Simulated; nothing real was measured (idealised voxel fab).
Process module, titled voxel tone inversion
Xsec cut, 210 nm wide, square cell size 5 nm.
Square cells in a grid make up a cross-section in this document, and the grid is given as bands, listed from the top down, each one or more rows of cells.
First you get the band's top height and its bottom height, in nm, and then the materials it's made of, left to right, with each width in nm. If you see a single material with "throughout", that one covers the band edge to edge. "blank" is empty space.
Heights are measured from 0, the level below which the as-received wafer is all one material; the lowest band has no bottom and continues downward, written as in "0 -> down".
Read "30->40" as a graded width: first number on top, second number at the bottom, same change between each pair of neighbouring rows.
Step marked "remained unchanged"? Then no cell in the cross-section changed in it.
What "Enclosed internal voids" gives you is every empty space of 8 cells or more that is cut off from the top. Each appears as width x height at distance, with the distance taken from the left edge and width, height and distance all in nm.
Step line, after settings: the simulator's comment on this step.
For masked steps, "overlay nm" on the step line gives how far right of plan the mask actually lay; a minus sign means it lay to the left.

Steps planned for the process
1,RECEIVE [material Si]
2,CONFORMAL_DEP [material SiN] [thk nm 10]
3,DIRECTIONAL_DEP [material aC] [thk nm 25]
4,PATTERN [tone cover] [mask id POSTS] [material resist] [width nm 15] [pitch nm 45] [thk nm 30] [overlay nm -15]
5,DIRECTIONAL_ETCH [etch materials aC] [depth nm 25]
6,STRIP [etch materials resist]
7,FILL_DEP [material lowk] [thk nm 5]
8,CMP [height nm 35]
9,STRIP [etch materials aC]
Same starting wafers, different overlay nm at step 4. Plan value belongs to the first wafer.

First wafer of several, as received: cross-section after step 1
    0 -> down | Si throughout
    Enclosed internal voids: none

The first of several wafers, seen in cross-section after the module's last step, step 9
    35 -> 10 | lowk=60, blank=15, lowk=30, blank=15, lowk=90
    10 -> 0 | SiN throughout
    0 -> down | Si throughout
    Enclosed internal voids: none

The module's end: a cross-section of the last wafer
    35 -> 10 | lowk=90, blank=15, lowk=30, blank=15, lowk=60
    10 -> 0 | SiN throughout
    0 -> down | Si throughout
    Enclosed internal voids: none

Below, a row for every wafer. Read it as the end-of-module picture: for each material the wafer shows its cells gained (+) or lost (-) since it was received, and then its closed voids
overlay nm -15; +84 SiN; +180 lowk; Enclosed internal voids: none
overlay nm -10; +84 SiN; +180 lowk; Enclosed internal voids: none
overlay nm -5; +84 SiN; +180 lowk; Enclosed internal voids: none
overlay nm 0; +84 SiN; +180 lowk; Enclosed internal voids: none
overlay nm 5; +84 SiN; +180 lowk; Enclosed internal voids: none
overlay nm 10; +84 SiN; +180 lowk; Enclosed internal voids: none
overlay nm 15; +84 SiN; +180 lowk; Enclosed internal voids: none
